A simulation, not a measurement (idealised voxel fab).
You're looking at the process module voxel wiring stack.
cross-section cut | 220 nm wide | cells 5 nm
Cross-section spec: square-cell grid; bands listed top down; each band is one or more rows.
Quick guide to a band line: top height, bottom height (nm) up front; then every material left to right with its width in nm. Only one material and it's marked "edge to edge"? Then it fills the band edge to edge. And "empty" just means empty space.
Heights are expressed relative to 0, this being the level below which the as-received wafer comprises one material exclusively. The lowest band is unbounded in the downward direction and is denoted as in "0..down".
A width given as "30..40" starts at the first number in the band's top row and ends at the second number in its bottom row, shifting by an equal amount at every step from row to row.
You'll sometimes find "no modification" written for a step, and that's the way of saying that nowhere in the cross-section did a cell change during that step.
Reported under the label "Closed-off voids" are the empty spaces having no open way to the top and comprising 8 cells or more; the notation for each is width x height at distance, in which the distance is measured from the left edge and all three values are in nm.
What comes after the settings on a step's line is commentary from the simulator itself on that step.
"overlay nm" answers the question of how far to the right of plan the mask lay on a step that has a mask, and when it is negative the answer is to the left.
## The planned process steps are enumerated hereunder
1) RECEIVE [material Si]
2) CONFORMAL_DEP [material SiO2] [thk nm 10]
3) CONFORMAL_DEP [material SiN] [thk nm 5]
4) DIRECTIONAL_DEP [material lowk] [thk nm 25]
5) MASKED_ETCH [tone open] [mask id METAL_1] [width nm 25] [pitch nm 45] [etch materials lowk] [depth nm 25] [overlay nm 0]
6) MASKED_ETCH [tone open] [mask id METAL_1] [width nm 25] [pitch nm 45] [etch materials SiN] [depth nm 5] [overlay nm 0]
7) CONFORMAL_DEP [material TiN] [thk nm 5]
8) FILL_DEP [material Cu] [thk nm 10]
9) CMP [height nm 40]
10) EPI [material Ru] [thk nm 5]
11) FILL_DEP [material SiCN] [thk nm 5]
12) DIRECTIONAL_DEP [material SiO2] [thk nm 10]
13) PATTERN [tone open] [mask id PLUG_1] [material resist] [width nm 15] [pitch nm 45] [thk nm 20] [overlay nm 0]
14) DIRECTIONAL_ETCH [etch materials SiO2] [depth nm 10]
15) DIRECTIONAL_ETCH [etch materials SiCN] [depth nm 5]
16) STRIP [etch materials resist]
17) EPI [material Ru] [thk nm 10]
18) EPI [material Ru] [thk nm 5]
19) DIRECTIONAL_DEP [material TiN] [thk nm 5]
20) DIRECTIONAL_DEP [material W] [thk nm 15]
21) PATTERN [tone cover] [mask id METAL_2] [material resist] [width nm 25] [pitch nm 45] [thk nm 15] [overlay nm 0]
22) DIRECTIONAL_ETCH [etch materials W] [depth nm 15]
23) DIRECTIONAL_ETCH [etch materials TiN] [depth nm 5]
24) STRIP [etch materials resist]
25) FILL_DEP [material lowk] [thk nm 10]
26) CMP [height nm 80]
27) CONFORMAL_DEP [material SiCN] [thk nm 5]
28) DIRECTIONAL_DEP [material lowk] [thk nm 20]
29) PATTERN [tone open] [mask id PLUG_2] [material resist] [width nm 15] [pitch nm 45] [thk nm 15] [overlay nm 0]
30) DIRECTIONAL_ETCH [etch materials lowk] [depth nm 20]
31) DIRECTIONAL_ETCH [etch materials SiCN] [depth nm 5]
32) STRIP [etch materials resist]
33) EPI [material Ru] [thk nm 10]
34) EPI [material Ru] [thk nm 10]
35) EPI [material Ru] [thk nm 5]
36) CONFORMAL_DEP [material SiCN] [thk nm 5]
37) DIRECTIONAL_DEP [material lowk] [thk nm 25]
38) MASKED_ETCH [tone open] [mask id METAL_3] [width nm 25] [pitch nm 45] [etch materials lowk] [depth nm 25] [overlay nm 0]
39) MASKED_ETCH [tone open] [mask id METAL_3] [width nm 25] [pitch nm 45] [etch materials SiCN] [depth nm 5] [overlay nm 0]
40) CONFORMAL_DEP [material TiN] [thk nm 5]
41) FILL_DEP [material Ru] [thk nm 10]
42) CMP [height nm 135]
43) CONFORMAL_DEP [material SiCN] [thk nm 5]
44) DIRECTIONAL_DEP [material lowk] [thk nm 10]
45) MASKED_ETCH [tone open] [mask id PLUG_3] [width nm 15] [pitch nm 90] [etch materials lowk] [depth nm 10] [overlay nm 0]
46) MASKED_ETCH [tone open] [mask id PLUG_3] [width nm 15] [pitch nm 90] [etch materials SiCN] [depth nm 5] [overlay nm 0]
47) EPI [material Ru] [thk nm 10]
48) EPI [material Ru] [thk nm 5]
49) CONFORMAL_DEP [material SiN] [thk nm 5]
50) DIRECTIONAL_DEP [material SiO2] [thk nm 25]
51) PATTERN [tone open] [mask id METAL_4] [material resist] [width nm 25] [pitch nm 45] [thk nm 20] [overlay nm 0]
52) DIRECTIONAL_ETCH [etch materials SiO2] [depth nm 25]
53) DIRECTIONAL_ETCH [etch materials SiN] [depth nm 5]
54) STRIP [etch materials resist]
55) CONFORMAL_DEP [material TiN] [thk nm 5]
56) FILL_DEP [material Cu] [thk nm 10]
57) CMP [height nm 180]
58) EPI [material Ru] [thk nm 5]
59) FILL_DEP [material SiCN] [thk nm 5]
## This is the cross-section of the wafer as we received it, i.e. after step 1
> 0..down  Si edge to edge
> Closed-off voids: none
## End-of-module cross-section. Starting structure and process plan as above; one mistake made in running it
> 190..185  SiCN edge to edge
> 185..180  SiCN 25 | Ru 35 | SiCN 10 | Ru 35 | SiCN 10 | Ru 35 | SiCN 10 | Ru 35 | SiCN 25
> 180..155  SiO2 30 | TiN 5 | Cu 15 | TiN 5 | SiO2 20 | TiN 5 | Cu 15 | TiN 5 | SiO2 20 | TiN 5 | Cu 15 | TiN 5 | SiO2 20 | TiN 5 | Cu 15 | TiN 5 | SiO2 30
> 155..150  SiN 30 | TiN 25 | SiN 20 | TiN 25 | SiN 20 | TiN 25 | SiN 20 | TiN 25 | SiN 30
> 150..140  lowk 30 | Ru 15 | lowk 75 | Ru 15 | lowk 85
> 140..135  SiCN 30 | Ru 15 | SiCN 75 | Ru 15 | SiCN 85
> 135..110  lowk 30 | TiN 5 | Ru 15 | TiN 5 | lowk 20 | TiN 5 | Ru 15 | TiN 5 | lowk 20 | TiN 5 | Ru 15 | TiN 5 | lowk 20 | TiN 5 | Ru 15 | TiN 5 | lowk 30
> 110..105  SiCN 30 | TiN 25 | SiCN 20 | TiN 25 | SiCN 20 | TiN 25 | SiCN 20 | TiN 25 | SiCN 30
> 105..85  lowk 30 | Ru 15 | lowk 30 | Ru 15 | lowk 30 | Ru 15 | lowk 30 | Ru 15 | lowk 40
> 85..80  SiCN 30 | Ru 15 | SiCN 30 | Ru 15 | SiCN 30 | Ru 15 | SiCN 30 | Ru 15 | SiCN 40
> 80..75  lowk 30 | TiN 25 | lowk 20 | TiN 25 | lowk 20 | TiN 25 | lowk 20 | TiN 25 | lowk 30
> 75..65  SiO2 30 | Ru 15 | SiO2 30 | Ru 15 | SiO2 30 | Ru 15 | SiO2 30 | Ru 15 | SiO2 40
> 65..60  SiCN 30 | Ru 15 | SiCN 30 | Ru 15 | SiCN 30 | Ru 15 | SiCN 30 | Ru 15 | SiCN 40
> 60..55  Ru edge to edge
> 55..45  Cu edge to edge
> 45..40  TiN 35 | Cu 15 | TiN 30 | Cu 15 | TiN 30 | Cu 15 | TiN 30 | Cu 15 | TiN 35
> 40..15  lowk 30 | TiN 5 | Cu 15 | TiN 5 | lowk 20 | TiN 5 | Cu 15 | TiN 5 | lowk 20 | TiN 5 | Cu 15 | TiN 5 | lowk 20 | TiN 5 | Cu 15 | TiN 5 | lowk 30
> 15..10  SiN 30 | TiN 25 | SiN 20 | TiN 25 | SiN 20 | TiN 25 | SiN 20 | TiN 25 | SiN 30
> 10..0  SiO2 edge to edge
> 0..down  Si edge to edge
> Closed-off voids: none
What went wrong in running the wafer? step 9 of the plan was excluded from execution and never run
